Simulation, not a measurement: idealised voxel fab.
The process module presented herein is designated voxel trench capacitor.
Shown is cross-section cut, with a width of 245 nm and square cells of size 5 nm.
Just so we're on the same page, the cross-sections are grids of square cells, and they're listed out in bands top to bottom, each band one or more rows deep. Basically the band line says how high the top is and how high the bottom is, in nm, and then what's in it from left to right, every material with its width in nm. Empty space shows up as "empty", and if a single material carries "edge to edge" it runs the full band edge to edge. Heights from 0 (as-received wafer is one material below). Bottom band endless downward, as "0 down". Think of "30..40" as a width that walks from the first number to the second as you go down the band, top row to bottom row, taking equal-sized steps from row to row. The cross-section has no changed cell in any step marked "nothing altered". Each empty space that has no open way to the top and spans at least 8 cells appears under "Enclosed internal voids" as width x height at distance, the distance counted from the left edge, all in nm. Note: text after step settings on the step line = simulator remark on that step. Each step line may optionally specify "overlay nm", which for a step with a mask gives the rightward distance between the mask's planned place and where it lay, a negative value indicating the leftward direction.

**Planned process steps**
1) RECEIVE: material Si
2) CONFORMAL_DEP: material SiN, thk nm 5
3) PATTERN: tone open, mask id TRENCH, material resist, width nm 25, pitch nm 45, thk nm 20, overlay nm 0
4) DIRECTIONAL_ETCH: etch materials SiN, depth nm 5
5) DIRECTIONAL_ETCH: etch materials Si, depth nm 35
6) STRIP: etch materials resist
7) CONFORMAL_DEP: material HfO2, thk nm 5
8) CONFORMAL_DEP: material TiN, thk nm 5
9) FILL_DEP: material W, thk nm 5
10) CMP: height nm 5

**Cross-sectional view of the wafer in its as-received condition, corresponding to the state after step 1**
- 0 down = Si edge to edge
- Enclosed internal voids: none

**End-of-module XS, first of two wafers, run as planned**
- 5 to 0 = 65 SiN | 5 HfO2 | 5 TiN | 5 W | 5 TiN | 5 HfO2 | 20 SiN | 5 HfO2 | 5 TiN | 5 W | 5 TiN | 5 HfO2 | 20 SiN | 5 HfO2 | 5 TiN | 5 W | 5 TiN | 5 HfO2 | 65 SiN
- 0 to -25 = 65 Si | 5 HfO2 | 5 TiN | 5 W | 5 TiN | 5 HfO2 | 20 Si | 5 HfO2 | 5 TiN | 5 W | 5 TiN | 5 HfO2 | 20 Si | 5 HfO2 | 5 TiN | 5 W | 5 TiN | 5 HfO2 | 65 Si
- -25 to -30 = 65 Si | 5 HfO2 | 15 TiN | 5 HfO2 | 20 Si | 5 HfO2 | 15 TiN | 5 HfO2 | 20 Si | 5 HfO2 | 15 TiN | 5 HfO2 | 65 Si
- -30 to -35 = 65 Si | 25 HfO2 | 20 Si | 25 HfO2 | 20 Si | 25 HfO2 | 65 Si
- -35 down = Si edge to edge
- Enclosed internal voids: none

**Same start, same plan as the first wafer - but one mistake in the run. Cross-section of the second of the two at the end of the module**
- 5 to 0 = 65 SiN | 5 TiN | 5 HfO2 | 5 W | 5 HfO2 | 5 TiN | 20 SiN | 5 TiN | 5 HfO2 | 5 W | 5 HfO2 | 5 TiN | 20 SiN | 5 TiN | 5 HfO2 | 5 W | 5 HfO2 | 5 TiN | 65 SiN
- 0 to -25 = 65 Si | 5 TiN | 5 HfO2 | 5 W | 5 HfO2 | 5 TiN | 20 Si | 5 TiN | 5 HfO2 | 5 W | 5 HfO2 | 5 TiN | 20 Si | 5 TiN | 5 HfO2 | 5 W | 5 HfO2 | 5 TiN | 65 Si
- -25 to -30 = 65 Si | 5 TiN | 15 HfO2 | 5 TiN | 20 Si | 5 TiN | 15 HfO2 | 5 TiN | 20 Si | 5 TiN | 15 HfO2 | 5 TiN | 65 Si
- -30 to -35 = 65 Si | 25 TiN | 20 Si | 25 TiN | 20 Si | 25 TiN | 65 Si
- -35 down = Si edge to edge
- Enclosed internal voids: none
Which mistake was made when the wafer was run? steps 7 and 8 were swapped
Counted in cells at the end, the second wafer holds more or fewer of these materials than the first: HfO2: 12 fewer | TiN: 12 more
